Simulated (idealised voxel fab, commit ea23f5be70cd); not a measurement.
Herein follows the process module entitled voxel transistor to metal.
It is cross-section cut that appears here, measuring 210 nm in width, its square cells being 5 nm in size.
In what follows, cross-sections appear as grids of square cells, described through bands that run from the top down, where every band is one or more rows of cells.
The entry gives the band's vertical extent as a top height and a bottom height in nm, then its horizontal make-up as materials from left to right, each with a width in nm. "blank" stands for empty space; a single material marked "full width" fills the band edge to edge.
Measure heights from 0. That's the level where, below it, the as-received wafer is all one material. The lowest band is bottomless and extends downward; write it as in "0 and below".
Top row gets the first number, bottom row gets the second, and each row in between changes by the same step: that is how a band width like "30 to 40" works.
It should be understood that the words "left unchanged", when stated for a given step, signify that the cross-section underwent no change in any of its cells during that step.
"Sealed void inventory" means: voids of 8 cells or more that are shut off from the top with no open way through. Written width x height at distance, distance from the left edge, in nm.
Heads up: the bit after the settings on a step's line is the simulator's remark on that step.
You can add "overlay nm" to a step's line. For a step with a mask, it describes how far the mask lay to the right of its planned position, and a negative number describes a lay to the left.
Each pair of cross-sections that follows straddles one process step: the one shows the state before the step, the other the state after it, down to the lowest band that changed and no further. The step in question, and its settings, are given under the pair. Note that a pair is not necessarily a continuation of the pair above it, since pairs can come from different runs of this module on the same starting wafer; it is a continuation only where its entry headed "Pre-step snapshot" says so.

## Pre-step snapshot
* 70 down to 55: lowk 55, blank 20, lowk 55, blank 20, lowk 60
* 55 down to 50: SiCN 55, blank 20, SiCN 55, blank 20, SiCN 60
* 50 down to 40: SiO2 55, TiN 5, Ru 10, TiN 5, SiO2 55, TiN 5, Ru 10, TiN 5, SiO2 60
* 40 down to 20: SiO2 55, TiN 5, Ru 10, TiN 5, SiO2 5, SiN 10, polySi 25, SiN 10, SiO2 5, TiN 5, Ru 10, TiN 5, SiO2 60
* 20 down to 15: SiO2 55, TiN 20, SiO2 55, TiN 20, SiO2 60
* 15 down to 5: SiO2 45, SiN 115, SiO2 50
* 5 down to 0: SiO2 full width
* 0 down to -40: SiO2 50, Si 105, SiO2 55
* -40 and below: Si full width
* Sealed void inventory: none

## Post-Step Section View
* 75 down to 70: TiN 60, blank 10, TiN 65, blank 10, TiN 65
* 70 down to 55: lowk 55, TiN 5, blank 10, TiN 5, lowk 55, TiN 5, blank 10, TiN 5, lowk 60
* 55 down to 50: SiCN 55, TiN 20, SiCN 55, TiN 20, SiCN 60
* Below 50, the layers are the same as they were.
* Sealed void inventory: none
Which process step falls between the two cross-sections above? CONFORMAL_DEP, material TiN, thk nm 5

Pre-step snapshot: The initial state for this step is given by the after cross-section of the immediately preceding pair.

## Post-Step Section View
* 80 down to 75: W full width
* 75 down to 70: TiN 60, W 10, TiN 65, W 10, TiN 65
* 70 down to 55: lowk 55, TiN 5, W 10, TiN 5, lowk 55, TiN 5, W 10, TiN 5, lowk 60
* Below 55, the layers are the same as they were.
* Sealed void inventory: none
Which process step falls between the two cross-sections above? FILL_DEP, material W, thk nm 5

Pre-step snapshot: The initial state for this step is given by the after cross-section of the immediately preceding pair.

## Post-Step Section View
* 70 down to 55: lowk 55, TiN 5, W 10, TiN 5, lowk 55, TiN 5, W 10, TiN 5, lowk 60
* Below 55, the layers are the same as they were.
* Sealed void inventory: none
Which process step falls between the two cross-sections above? CMP, height nm 70

Pre-step snapshot: The initial state for this step is given by the after cross-section of the immediately preceding pair.

## Post-Step Section View
* 75 down to 70: SiN full width
* Below 70, the layers are the same as they were.
* Sealed void inventory: none
Which process step falls between the two cross-sections above? CONFORMAL_DEP, material SiN, thk nm 5

## Pre-step snapshot
* 15 down to 5: SiO2 45, SiN 115, SiO2 50
* 5 down to 0: SiO2 full width
* 0 down to -40: SiO2 50, Si 105, SiO2 55
* -40 and below: Si full width
* Sealed void inventory: none

## Post-Step Section View
* 15 down to 5: SiO2 45, blank 115, SiO2 50
* Below 5, the layers are the same as they were.
* Sealed void inventory: none
Which process step falls between the two cross-sections above? STRIP, etch materials SiN

Pre-step snapshot: The initial state for this step is given by the after cross-section of the immediately preceding pair.

## Post-Step Section View
* 10 down to 0: SiO2 40, blank 125, SiO2 45
* Below 0, the layers are the same as they were.
* Sealed void inventory: none
Which process step falls between the two cross-sections above? SELECTIVE_ETCH, etch materials SiO2, depth nm 5

Pre-step snapshot: The initial state for this step is given by the after cross-section of the immediately preceding pair.

## Post-Step Section View
* 5 down to 0: SiO2 35, blank 135, SiO2 40
* 0 down to -5: SiO2 35, blank 15, Si 105, blank 15, SiO2 40
* Below -5, the layers are the same as they were.
* Sealed void inventory: none
Which process step falls between the two cross-sections above? SELECTIVE_ETCH, etch materials SiO2, depth nm 5

Pre-step snapshot: The initial state for this step is given by the after cross-section of the immediately preceding pair.

## Post-Step Section View
* 5 down to 0: SiO2 35, blank 135, SiO2 40
* 0 down to -5: SiO2 35, blank 15, SiO2 105, blank 15, SiO2 40
* -5 down to -10: SiO2 55, Si 95, SiO2 60
* Below -10, the layers are the same as they were.
* Sealed void inventory: none
Which process step falls between the two cross-sections above? OXIDIZE, depth nm 5

Pre-step snapshot: The initial state for this step is given by the after cross-section of the immediately preceding pair.

## Post-Step Section View
* 35 down to 30: polySi 35, blank 135, polySi 40
* 30 down to 25: polySi 35, blank 15, polySi 105, blank 15, polySi 40
* 25 down to 5: polySi full width
* 5 down to 0: SiO2 35, polySi 135, SiO2 40
* 0 down to -5: SiO2 35, polySi 15, SiO2 105, polySi 15, SiO2 40
* Below -5, the layers are the same as they were.
* Sealed void inventory: none
Which process step falls between the two cross-sections above? DIRECTIONAL_DEP, material polySi, thk nm 30

Pre-step snapshot: The initial state for this step is given by the after cross-section of the immediately preceding pair.

## Post-Step Section View
* 45 down to 40: SiCN 35, blank 135, SiCN 40
* 40 down to 35: SiCN 35, blank 15, SiCN 105, blank 15, SiCN 40
* 35 down to 30: polySi 35, SiCN 135, polySi 40
* 30 down to 25: polySi 35, SiCN 15, polySi 105, SiCN 15, polySi 40
* Below 25, the layers are the same as they were.
* Sealed void inventory: none
Which process step falls between the two cross-sections above? DIRECTIONAL_DEP, material SiCN, thk nm 10

Pre-step snapshot: The initial state for this step is given by the after cross-section of the immediately preceding pair.

## Post-Step Section View
* 60 down to 45: blank 90, resist 25, blank 95
* 45 down to 40: SiCN 35, blank 55, resist 25, blank 55, SiCN 40
* Below 40, the layers are the same as they were.
* Sealed void inventory: none
Which process step falls between the two cross-sections above? PATTERN, tone cover, mask id GATE, material resist, width nm 25, thk nm 15, overlay nm 0

Pre-step snapshot: The initial state for this step is given by the after cross-section of the immediately preceding pair.

## Post-Step Section View
* 60 down to 40: blank 90, resist 25, blank 95
* 40 down to 35: blank 90, SiCN 25, blank 95
* 35 down to 30: polySi 35, blank 55, SiCN 25, blank 55, polySi 40
* 30 down to 25: polySi 35, blank 15, polySi 105, blank 15, polySi 40
* Below 25, the layers are the same as they were.
* Sealed void inventory: none
Which process step falls between the two cross-sections above? DIRECTIONAL_ETCH, etch materials SiCN, depth nm 20

Pre-step snapshot: The initial state for this step is given by the after cross-section of the immediately preceding pair.

## Post-Step Section View
* 60 down to 40: blank 90, resist 25, blank 95
* 40 down to 30: blank 90, SiCN 25, blank 95
* 30 down to 5: blank 90, polySi 25, blank 95
* 5 down to 0: SiO2 35, blank 55, polySi 25, blank 55, SiO2 40
* 0 down to -5: SiO2 35, blank 15, SiO2 105, blank 15, SiO2 40
* Below -5, the layers are the same as they were.
* Sealed void inventory: none
Which process step falls between the two cross-sections above? DIRECTIONAL_ETCH, etch materials polySi, depth nm 40

Pre-step snapshot: The initial state for this step is given by the after cross-section of the immediately preceding pair.

## Post-Step Section View
* 40 down to 30: blank 90, SiCN 25, blank 95
* Below 30, the layers are the same as they were.
* Sealed void inventory: none
Which process step falls between the two cross-sections above? STRIP, etch materials resist

Pre-step snapshot: The initial state for this step is given by the after cross-section of the immediately preceding pair.

## Post-Step Section View
* 50 down to 40: blank 80, SiN 45, blank 85
* 40 down to 30: blank 80, SiN 10, SiCN 25, SiN 10, blank 85
* 30 down to 15: blank 80, SiN 10, polySi 25, SiN 10, blank 85
* 15 down to 10: SiN 45, blank 35, SiN 10, polySi 25, SiN 10, blank 35, SiN 50
* 10 down to 5: SiN 90, polySi 25, SiN 95
* 5 down to 0: SiO2 35, SiN 55, polySi 25, SiN 55, SiO2 40
* 0 down to -5: SiO2 35, SiN 15, SiO2 105, SiN 15, SiO2 40
* Below -5, the layers are the same as they were.
* Sealed void inventory: none
Which process step falls between the two cross-sections above? CONFORMAL_DEP, material SiN, thk nm 10

Pre-step snapshot: The initial state for this step is given by the after cross-section of the immediately preceding pair.

## Post-Step Section View
* 40 down to 30: blank 80, SiN 10, SiCN 25, SiN 10, blank 85
* 30 down to 5: blank 80, SiN 10, polySi 25, SiN 10, blank 85
* 5 down to 0: SiO2 35, SiN 10, blank 35, SiN 10, polySi 25, SiN 10, blank 35, SiN 10, SiO2 40
* Below 0, the layers are the same as they were.
* Sealed void inventory: none
Which process step falls between the two cross-sections above? DIRECTIONAL_ETCH, etch materials SiN, depth nm 10

Pre-step snapshot: The initial state for this step is given by the after cross-section of the immediately preceding pair.

## Post-Step Section View
* 40 down to 30: blank 80, SiN 10, SiCN 25, SiN 10, blank 85
* 30 down to 5: blank 80, SiN 10, polySi 25, SiN 10, blank 85
* 5 down to 0: blank 35, SiN 10, blank 35, SiN 10, polySi 25, SiN 10, blank 35, SiN 10, blank 40
* 0 down to -5: SiO2 35, SiN 15, blank 30, SiO2 45, blank 30, SiN 15, SiO2 40
* Below -5, the layers are the same as they were.
* Sealed void inventory: none
Which process step falls between the two cross-sections above? DIRECTIONAL_ETCH, etch materials SiO2, depth nm 5

Pre-step snapshot: The initial state for this step is given by the after cross-section of the immediately preceding pair.

## Post-Step Section View
* 40 down to 30: blank 80, SiN 10, SiCN 25, SiN 10, blank 85
* 30 down to 5: blank 80, SiN 10, polySi 25, SiN 10, blank 85
* 5 down to 0: blank 35, SiN 10, blank 35, SiN 10, polySi 25, SiN 10, blank 35, SiN 10, blank 40
* 0 down to -5: SiO2 35, SiN 15, nSi 30, SiO2 45, nSi 30, SiN 15, SiO2 40
* Below -5, the layers are the same as they were.
* Sealed void inventory: none
Which process step falls between the two cross-sections above? EPI, material nSi, thk nm 5

Pre-step snapshot: The initial state for this step is given by the after cross-section of the immediately preceding pair.

## Post-Step Section View
* 45 down to 40: SiO2 full width
* 40 down to 30: SiO2 80, SiN 10, SiCN 25, SiN 10, SiO2 85
* 30 down to 5: SiO2 80, SiN 10, polySi 25, SiN 10, SiO2 85
* 5 down to 0: SiO2 35, SiN 10, SiO2 35, SiN 10, polySi 25, SiN 10, SiO2 35, SiN 10, SiO2 40
* Below 0, the layers are the same as they were.
* Sealed void inventory: none
Which process step falls between the two cross-sections above? FILL_DEP, material SiO2, thk nm 5

Pre-step snapshot: The initial state for this step is given by the after cross-section of the immediately preceding pair.

## Post-Step Section View
* 40 down to 30: SiO2 80, SiN 10, SiCN 25, SiN 10, SiO2 85
* Below 30, the layers are the same as they were.
* Sealed void inventory: none
Which process step falls between the two cross-sections above? CMP, height nm 40

Pre-step snapshot: The initial state for this step is given by the after cross-section of the immediately preceding pair.

## Post-Step Section View
* 50 down to 40: SiO2 full width
* Below 40, the layers are the same as they were.
* Sealed void inventory: none
Which process step falls between the two cross-sections above? DIRECTIONAL_DEP, material SiO2, thk nm 10

Pre-step snapshot: The initial state for this step is given by the after cross-section of the immediately preceding pair.

## Post-Step Section View
* 60 down to 50: aC full width
* Below 50, the layers are the same as they were.
* Sealed void inventory: none
Which process step falls between the two cross-sections above? DIRECTIONAL_DEP, material aC, thk nm 10

Pre-step snapshot: The initial state for this step is given by the after cross-section of the immediately preceding pair.

## Post-Step Section View
* 90 down to 60: resist 55, blank 20, resist 55, blank 20, resist 60
* Below 60, the layers are the same as they were.
* Sealed void inventory: none
Which process step falls between the two cross-sections above? PATTERN, tone open, mask id CONTACT, material resist, width nm 20, pitch nm 75, thk nm 30, overlay nm 0

Pre-step snapshot: The initial state for this step is given by the after cross-section of the immediately preceding pair.

## Post-Step Section View
* 80 down to 60: resist 55, blank 20, resist 55, blank 20, resist 60
* 60 down to 50: aC 55, blank 20, aC 55, blank 20, aC 60
* Below 50, the layers are the same as they were.
* Sealed void inventory: none
Which process step falls between the two cross-sections above? DIRECTIONAL_ETCH, etch materials aC, depth nm 10

Pre-step snapshot: The initial state for this step is given by the after cross-section of the immediately preceding pair.

## Post-Step Section View
* 60 down to 50: aC 55, blank 20, aC 55, blank 20, aC 60
* Below 50, the layers are the same as they were.
* Sealed void inventory: none
Which process step falls between the two cross-sections above? STRIP, etch materials resist

Pre-step snapshot: The initial state for this step is given by the after cross-section of the immediately preceding pair.

## Post-Step Section View
* 60 down to 50: aC 55, blank 20, aC 55, blank 20, aC 60
* 50 down to 40: SiO2 55, blank 20, SiO2 55, blank 20, SiO2 60
* 40 down to 30: SiO2 55, blank 20, SiO2 5, SiN 10, SiCN 25, SiN 10, SiO2 5, blank 20, SiO2 60
* 30 down to 5: SiO2 55, blank 20, SiO2 5, SiN 10, polySi 25, SiN 10, SiO2 5, blank 20, SiO2 60
* 5 down to 0: SiO2 35, SiN 10, SiO2 10, blank 20, SiO2 5, SiN 10, polySi 25, SiN 10, SiO2 5, blank 20, SiO2 10, SiN 10, SiO2 40
* Below 0, the layers are the same as they were.
* Sealed void inventory: none
Which process step falls between the two cross-sections above? DIRECTIONAL_ETCH, etch materials SiO2, depth nm 50

Pre-step snapshot: The initial state for this step is given by the after cross-section of the immediately preceding pair.

## Post-Step Section View
* 50 down to 40: SiO2 55, blank 20, SiO2 55, blank 20, SiO2 60
* Below 40, the layers are the same as they were.
* Sealed void inventory: none
Which process step falls between the two cross-sections above? STRIP, etch materials aC

Pre-step snapshot: The initial state for this step is given by the after cross-section of the immediately preceding pair.

## Post-Step Section View
* 55 down to 50: TiN 60, blank 10, TiN 65, blank 10, TiN 65
* 50 down to 40: SiO2 55, TiN 5, blank 10, TiN 5, SiO2 55, TiN 5, blank 10, TiN 5, SiO2 60
* 40 down to 30: SiO2 55, TiN 5, blank 10, TiN 5, SiO2 5, SiN 10, SiCN 25, SiN 10, SiO2 5, TiN 5, blank 10, TiN 5, SiO2 60
* 30 down to 5: SiO2 55, TiN 5, blank 10, TiN 5, SiO2 5, SiN 10, polySi 25, SiN 10, SiO2 5, TiN 5, blank 10, TiN 5, SiO2 60
* 5 down to 0: SiO2 35, SiN 10, SiO2 10, TiN 20, SiO2 5, SiN 10, polySi 25, SiN 10, SiO2 5, TiN 20, SiO2 10, SiN 10, SiO2 40
* Below 0, the layers are the same as they were.
* Sealed void inventory: none
Which process step falls between the two cross-sections above? CONFORMAL_DEP, material TiN, thk nm 5

Pre-step snapshot: The initial state for this step is given by the after cross-section of the immediately preceding pair.

## Post-Step Section View
* 60 down to 55: Ru full width
* 55 down to 50: TiN 60, Ru 10, TiN 65, Ru 10, TiN 65
* 50 down to 40: SiO2 55, TiN 5, Ru 10, TiN 5, SiO2 55, TiN 5, Ru 10, TiN 5, SiO2 60
* 40 down to 30: SiO2 55, TiN 5, Ru 10, TiN 5, SiO2 5, SiN 10, SiCN 25, SiN 10, SiO2 5, TiN 5, Ru 10, TiN 5, SiO2 60
* 30 down to 5: SiO2 55, TiN 5, Ru 10, TiN 5, SiO2 5, SiN 10, polySi 25, SiN 10, SiO2 5, TiN 5, Ru 10, TiN 5, SiO2 60
* Below 5, the layers are the same as they were.
* Sealed void inventory: none
Which process step falls between the two cross-sections above? FILL_DEP, material Ru, thk nm 5

Pre-step snapshot: The initial state for this step is given by the after cross-section of the immediately preceding pair.

## Post-Step Section View
* 50 down to 40: SiO2 55, TiN 5, Ru 10, TiN 5, SiO2 55, TiN 5, Ru 10, TiN 5, SiO2 60
* Below 40, the layers are the same as they were.
* Sealed void inventory: none
Which process step falls between the two cross-sections above? CMP, height nm 50

Pre-step snapshot: The initial state for this step is given by the after cross-section of the immediately preceding pair.

## Post-Step Section View
* 55 down to 50: SiCN full width
* Below 50, the layers are the same as they were.
* Sealed void inventory: none
Which process step falls between the two cross-sections above? CONFORMAL_DEP, material SiCN, thk nm 5

Pre-step snapshot: The initial state for this step is given by the after cross-section of the immediately preceding pair.

## Post-Step Section View
* 70 down to 55: lowk full width
* Below 55, the layers are the same as they were.
* Sealed void inventory: none
Which process step falls between the two cross-sections above? DIRECTIONAL_DEP, material lowk, thk nm 15

Pre-step snapshot: The initial state for this step is given by the after cross-section of the immediately preceding pair.

## Post-Step Section View
* 90 down to 70: resist 55, blank 20, resist 55, blank 20, resist 60
* Below 70, the layers are the same as they were.
* Sealed void inventory: none
Which process step falls between the two cross-sections above? PATTERN, tone open, mask id METAL_1, material resist, width nm 20, pitch nm 75, thk nm 20, overlay nm 0

Pre-step snapshot: The initial state for this step is given by the after cross-section of the immediately preceding pair.

## Post-Step Section View
* 90 down to 70: resist 55, blank 20, resist 55, blank 20, resist 60
* 70 down to 55: lowk 55, blank 20, lowk 55, blank 20, lowk 60
* Below 55, the layers are the same as they were.
* Sealed void inventory: none
Which process step falls between the two cross-sections above? DIRECTIONAL_ETCH, etch materials lowk, depth nm 15

Pre-step snapshot: The initial state for this step is given by the after cross-section of the immediately preceding pair.

## Post-Step Section View
* 90 down to 70: resist 55, blank 20, resist 55, blank 20, resist 60
* 70 down to 55: lowk 55, blank 20, lowk 55, blank 20, lowk 60
* 55 down to 50: SiCN 55, blank 20, SiCN 55, blank 20, SiCN 60
* Below 50, the layers are the same as they were.
* Sealed void inventory: none
Which process step falls between the two cross-sections above? DIRECTIONAL_ETCH, etch materials SiCN, depth nm 5

Pre-step snapshot: The initial state for this step is given by the after cross-section of the immediately preceding pair.

## Post-Step Section View
* 70 down to 55: lowk 55, blank 20, lowk 55, blank 20, lowk 60
* Below 55, the layers are the same as they were.
* Sealed void inventory: none
Which process step falls between the two cross-sections above? STRIP, etch materials resist

Pre-step snapshot: The initial state for this step is given by the after cross-section of the immediately preceding pair.

## Post-Step Section View
* 75 down to 70: TiN 60, blank 10, TiN 65, blank 10, TiN 65
* 70 down to 55: lowk 55, TiN 5, blank 10, TiN 5, lowk 55, TiN 5, blank 10, TiN 5, lowk 60
* 55 down to 50: SiCN 55, TiN 20, SiCN 55, TiN 20, SiCN 60
* Below 50, the layers are the same as they were.
* Sealed void inventory: none
Which process step falls between the two cross-sections above? CONFORMAL_DEP, material TiN, thk nm 5

Pre-step snapshot: The initial state for this step is given by the after cross-section of the immediately preceding pair.

## Post-Step Section View
* 80 down to 75: W full width
* 75 down to 70: TiN 60, W 10, TiN 65, W 10, TiN 65
* 70 down to 55: lowk 55, TiN 5, W 10, TiN 5, lowk 55, TiN 5, W 10, TiN 5, lowk 60
* Below 55, the layers are the same as they were.
* Sealed void inventory: none
Which process step falls between the two cross-sections above? FILL_DEP, material W, thk nm 5

Pre-step snapshot: The initial state for this step is given by the after cross-section of the immediately preceding pair.

## Post-Step Section View
* 70 down to 55: lowk 55, TiN 5, W 10, TiN 5, lowk 55, TiN 5, W 10, TiN 5, lowk 60
* Below 55, the layers are the same as they were.
* Sealed void inventory: none
Which process step falls between the two cross-sections above? CMP, height nm 70

Pre-step snapshot: The initial state for this step is given by the after cross-section of the immediately preceding pair.

## Post-Step Section View
* 75 down to 70: SiN full width
* Below 70, the layers are the same as they were.
* Sealed void inventory: none
Which process step falls between the two cross-sections above? CONFORMAL_DEP, material SiN, thk nm 5

## Pre-step snapshot
* 70 down to 55: lowk 55, TiN 5, W 10, TiN 5, lowk 55, TiN 5, W 10, TiN 5, lowk 60
* 55 down to 50: SiCN 55, TiN 20, SiCN 55, TiN 20, SiCN 60
* 50 down to 40: SiO2 55, TiN 5, Ru 10, TiN 5, SiO2 55, TiN 5, Ru 10, TiN 5, SiO2 60
* 40 down to 30: SiO2 55, TiN 5, Ru 10, TiN 5, SiO2 5, SiN 10, SiCN 25, SiN 10, SiO2 5, TiN 5, Ru 10, TiN 5, SiO2 60
* 30 down to 5: SiO2 55, TiN 5, Ru 10, TiN 5, SiO2 5, SiN 10, polySi 25, SiN 10, SiO2 5, TiN 5, Ru 10, TiN 5, SiO2 60
* 5 down to 0: SiO2 40, SiN 10, SiO2 5, TiN 20, SiO2 5, SiN 10, polySi 25, SiN 10, SiO2 5, TiN 20, SiO2 5, SiN 10, SiO2 45
* 0 down to -5: SiO2 50, nSi 30, SiO2 45, nSi 30, SiO2 55
* -5 down to -40: SiO2 50, Si 105, SiO2 55
* -40 and below: Si full width
* Sealed void inventory: none

## Post-Step Section View
* 85 down to 70: SiN full width
* Below 70, the layers are the same as they were.
* Sealed void inventory: none
Which process step falls between the two cross-sections above? CONFORMAL_DEP, material SiN, thk nm 15

## Pre-step snapshot
* 60 down to 50: aC full width
* 50 down to 40: SiO2 full width
* 40 down to 30: SiO2 80, SiN 10, SiCN 25, SiN 10, SiO2 85
* 30 down to 5: SiO2 80, SiN 10, polySi 25, SiN 10, SiO2 85
* 5 down to 0: SiO2 40, SiN 10, SiO2 30, SiN 10, polySi 25, SiN 10, SiO2 30, SiN 10, SiO2 45
* 0 down to -5: SiO2 50, nSi 30, SiO2 45, nSi 30, SiO2 55
* -5 down to -40: SiO2 50, Si 105, SiO2 55
* -40 and below: Si full width
* Sealed void inventory: none

## Post-Step Section View
* 90 down to 60: resist 55, blank 25, resist 50, blank 25, resist 55
* Below 60, the layers are the same as they were.
* Sealed void inventory: none
Which process step falls between the two cross-sections above? PATTERN, tone open, mask id CONTACT, material resist, width nm 25, pitch nm 75, thk nm 30, overlay nm 0

Pre-step snapshot: The initial state for this step is given by the after cross-section of the immediately preceding pair.

## Post-Step Section View
* 80 down to 60: resist 55, blank 25, resist 50, blank 25, resist 55
* 60 down to 50: aC 55, blank 25, aC 50, blank 25, aC 55
* Below 50, the layers are the same as they were.
* Sealed void inventory: none
Which process step falls between the two cross-sections above? DIRECTIONAL_ETCH, etch materials aC, depth nm 10

Pre-step snapshot: The initial state for this step is given by the after cross-section of the immediately preceding pair.

## Post-Step Section View
* 60 down to 50: aC 55, blank 25, aC 50, blank 25, aC 55
* Below 50, the layers are the same as they were.
* Sealed void inventory: none
Which process step falls between the two cross-sections above? STRIP, etch materials resist

Pre-step snapshot: The initial state for this step is given by the after cross-section of the immediately preceding pair.

## Post-Step Section View
* 60 down to 50: aC 55, blank 25, aC 50, blank 25, aC 55
* 50 down to 40: SiO2 55, blank 25, SiO2 50, blank 25, SiO2 55
* 40 down to 30: SiO2 55, blank 25, SiN 10, SiCN 25, SiN 10, SiO2 5, blank 25, SiO2 55
* 30 down to 5: SiO2 55, blank 25, SiN 10, polySi 25, SiN 10, SiO2 5, blank 25, SiO2 55
* 5 down to 0: SiO2 40, SiN 10, SiO2 5, blank 25, SiN 10, polySi 25, SiN 10, SiO2 5, blank 25, SiN 10, SiO2 45
* Below 0, the layers are the same as they were.
* Sealed void inventory: none
Which process step falls between the two cross-sections above? DIRECTIONAL_ETCH, etch materials SiO2, depth nm 50

Pre-step snapshot: The initial state for this step is given by the after cross-section of the immediately preceding pair.

## Post-Step Section View
* 50 down to 40: SiO2 55, blank 25, SiO2 50, blank 25, SiO2 55
* Below 40, the layers are the same as they were.
* Sealed void inventory: none
Which process step falls between the two cross-sections above? STRIP, etch materials aC

Pre-step snapshot: The initial state for this step is given by the after cross-section of the immediately preceding pair.

## Post-Step Section View
* 55 down to 50: TiN 60, blank 15, TiN 60, blank 15, TiN 60
* 50 down to 40: SiO2 55, TiN 5, blank 15, TiN 5, SiO2 50, TiN 5, blank 15, TiN 5, SiO2 55
* 40 down to 30: SiO2 55, TiN 5, blank 15, TiN 5, SiN 10, SiCN 25, SiN 10, SiO2 5, TiN 5, blank 15, TiN 5, SiO2 55
* 30 down to 5: SiO2 55, TiN 5, blank 15, TiN 5, SiN 10, polySi 25, SiN 10, SiO2 5, TiN 5, blank 15, TiN 5, SiO2 55
* 5 down to 0: SiO2 40, SiN 10, SiO2 5, TiN 25, SiN 10, polySi 25, SiN 10, SiO2 5, TiN 25, SiN 10, SiO2 45
* Below 0, the layers are the same as they were.
* Sealed void inventory: none
Which process step falls between the two cross-sections above? CONFORMAL_DEP, material TiN, thk nm 5

Pre-step snapshot: The initial state for this step is given by the after cross-section of the immediately preceding pair.

## Post-Step Section View
* 60 down to 55: Ru full width
* 55 down to 50: TiN 60, Ru 15, TiN 60, Ru 15, TiN 60
* 50 down to 40: SiO2 55, TiN 5, Ru 15, TiN 5, SiO2 50, TiN 5, Ru 15, TiN 5, SiO2 55
* 40 down to 30: SiO2 55, TiN 5, Ru 15, TiN 5, SiN 10, SiCN 25, SiN 10, SiO2 5, TiN 5, Ru 15, TiN 5, SiO2 55
* 30 down to 5: SiO2 55, TiN 5, Ru 15, TiN 5, SiN 10, polySi 25, SiN 10, SiO2 5, TiN 5, Ru 15, TiN 5, SiO2 55
* Below 5, the layers are the same as they were.
* Sealed void inventory: none
Which process step falls between the two cross-sections above? FILL_DEP, material Ru, thk nm 5

Pre-step snapshot: The initial state for this step is given by the after cross-section of the immediately preceding pair.

## Post-Step Section View
* 50 down to 40: SiO2 55, TiN 5, Ru 15, TiN 5, SiO2 50, TiN 5, Ru 15, TiN 5, SiO2 55
* Below 40, the layers are the same as they were.
* Sealed void inventory: none
Which process step falls between the two cross-sections above? CMP, height nm 50

Pre-step snapshot: The initial state for this step is given by the after cross-section of the immediately preceding pair.

## Post-Step Section View
* 55 down to 50: SiCN full width
* Below 50, the layers are the same as they were.
* Sealed void inventory: none
Which process step falls between the two cross-sections above? CONFORMAL_DEP, material SiCN, thk nm 5

Pre-step snapshot: The initial state for this step is given by the after cross-section of the immediately preceding pair.

## Post-Step Section View
* 70 down to 55: lowk full width
* Below 55, the layers are the same as they were.
* Sealed void inventory: none
Which process step falls between the two cross-sections above? DIRECTIONAL_DEP, material lowk, thk nm 15

Pre-step snapshot: The initial state for this step is given by the after cross-section of the immediately preceding pair.

## Post-Step Section View
* 90 down to 70: resist 55, blank 20, resist 55, blank 20, resist 60
* Below 70, the layers are the same as they were.
* Sealed void inventory: none
Which process step falls between the two cross-sections above? PATTERN, tone open, mask id METAL_1, material resist, width nm 20, pitch nm 75, thk nm 20, overlay nm 0

Pre-step snapshot: The initial state for this step is given by the after cross-section of the immediately preceding pair.

## Post-Step Section View
* 90 down to 70: resist 55, blank 20, resist 55, blank 20, resist 60
* 70 down to 55: lowk 55, blank 20, lowk 55, blank 20, lowk 60
* Below 55, the layers are the same as they were.
* Sealed void inventory: none
Which process step falls between the two cross-sections above? DIRECTIONAL_ETCH, etch materials lowk, depth nm 15

Pre-step snapshot: The initial state for this step is given by the after cross-section of the immediately preceding pair.

## Post-Step Section View
* 90 down to 70: resist 55, blank 20, resist 55, blank 20, resist 60
* 70 down to 55: lowk 55, blank 20, lowk 55, blank 20, lowk 60
* 55 down to 50: SiCN 55, blank 20, SiCN 55, blank 20, SiCN 60
* Below 50, the layers are the same as they were.
* Sealed void inventory: none
Which process step falls between the two cross-sections above? DIRECTIONAL_ETCH, etch materials SiCN, depth nm 5

Pre-step snapshot: The initial state for this step is given by the after cross-section of the immediately preceding pair.

## Post-Step Section View
* 70 down to 55: lowk 55, blank 20, lowk 55, blank 20, lowk 60
* Below 55, the layers are the same as they were.
* Sealed void inventory: none
Which process step falls between the two cross-sections above? STRIP, etch materials resist

Pre-step snapshot: The initial state for this step is given by the after cross-section of the immediately preceding pair.

## Post-Step Section View
* 75 down to 70: TiN 60, blank 10, TiN 65, blank 10, TiN 65
* 70 down to 55: lowk 55, TiN 5, blank 10, TiN 5, lowk 55, TiN 5, blank 10, TiN 5, lowk 60
* 55 down to 50: SiCN 55, TiN 20, SiCN 55, TiN 20, SiCN 60
* Below 50, the layers are the same as they were.
* Sealed void inventory: none
Which process step falls between the two cross-sections above? CONFORMAL_DEP, material TiN, thk nm 5

Pre-step snapshot: The initial state for this step is given by the after cross-section of the immediately preceding pair.

## Post-Step Section View
* 80 down to 75: W full width
* 75 down to 70: TiN 60, W 10, TiN 65, W 10, TiN 65
* 70 down to 55: lowk 55, TiN 5, W 10, TiN 5, lowk 55, TiN 5, W 10, TiN 5, lowk 60
* Below 55, the layers are the same as they were.
* Sealed void inventory: none
Which process step falls between the two cross-sections above? FILL_DEP, material W, thk nm 5

Pre-step snapshot: The initial state for this step is given by the after cross-section of the immediately preceding pair.

## Post-Step Section View
* 70 down to 55: lowk 55, TiN 5, W 10, TiN 5, lowk 55, TiN 5, W 10, TiN 5, lowk 60
* Below 55, the layers are the same as they were.
* Sealed void inventory: none
Which process step falls between the two cross-sections above? CMP, height nm 70

Pre-step snapshot: The initial state for this step is given by the after cross-section of the immediately preceding pair.

## Post-Step Section View
* 75 down to 70: SiN full width
* Below 70, the layers are the same as they were.
* Sealed void inventory: none
Which process step falls between the two cross-sections above? CONFORMAL_DEP, material SiN, thk nm 5

## Pre-step snapshot
* 70 down to 55: lowk full width
* 55 down to 50: SiCN full width
* 50 down to 40: SiO2 55, TiN 5, Ru 10, TiN 5, SiO2 55, TiN 5, Ru 10, TiN 5, SiO2 60
* 40 down to 30: SiO2 55, TiN 5, Ru 10, TiN 5, SiO2 5, SiN 10, SiCN 25, SiN 10, SiO2 5, TiN 5, Ru 10, TiN 5, SiO2 60
* 30 down to 5: SiO2 55, TiN 5, Ru 10, TiN 5, SiO2 5, SiN 10, polySi 25, SiN 10, SiO2 5, TiN 5, Ru 10, TiN 5, SiO2 60
* 5 down to 0: SiO2 40, SiN 10, SiO2 5, TiN 20, SiO2 5, SiN 10, polySi 25, SiN 10, SiO2 5, TiN 20, SiO2 5, SiN 10, SiO2 45
* 0 down to -5: SiO2 50, nSi 30, SiO2 45, nSi 30, SiO2 55
* -5 down to -40: SiO2 50, Si 105, SiO2 55
* -40 and below: Si full width
* Sealed void inventory: none

## Post-Step Section View
* 90 down to 70: resist 65, blank 20, resist 55, blank 20, resist 50
* Below 70, the layers are the same as they were.
* Sealed void inventory: none
Which process step falls between the two cross-sections above? PATTERN, tone open, mask id METAL_1, material resist, width nm 20, pitch nm 75, thk nm 20, overlay nm 10
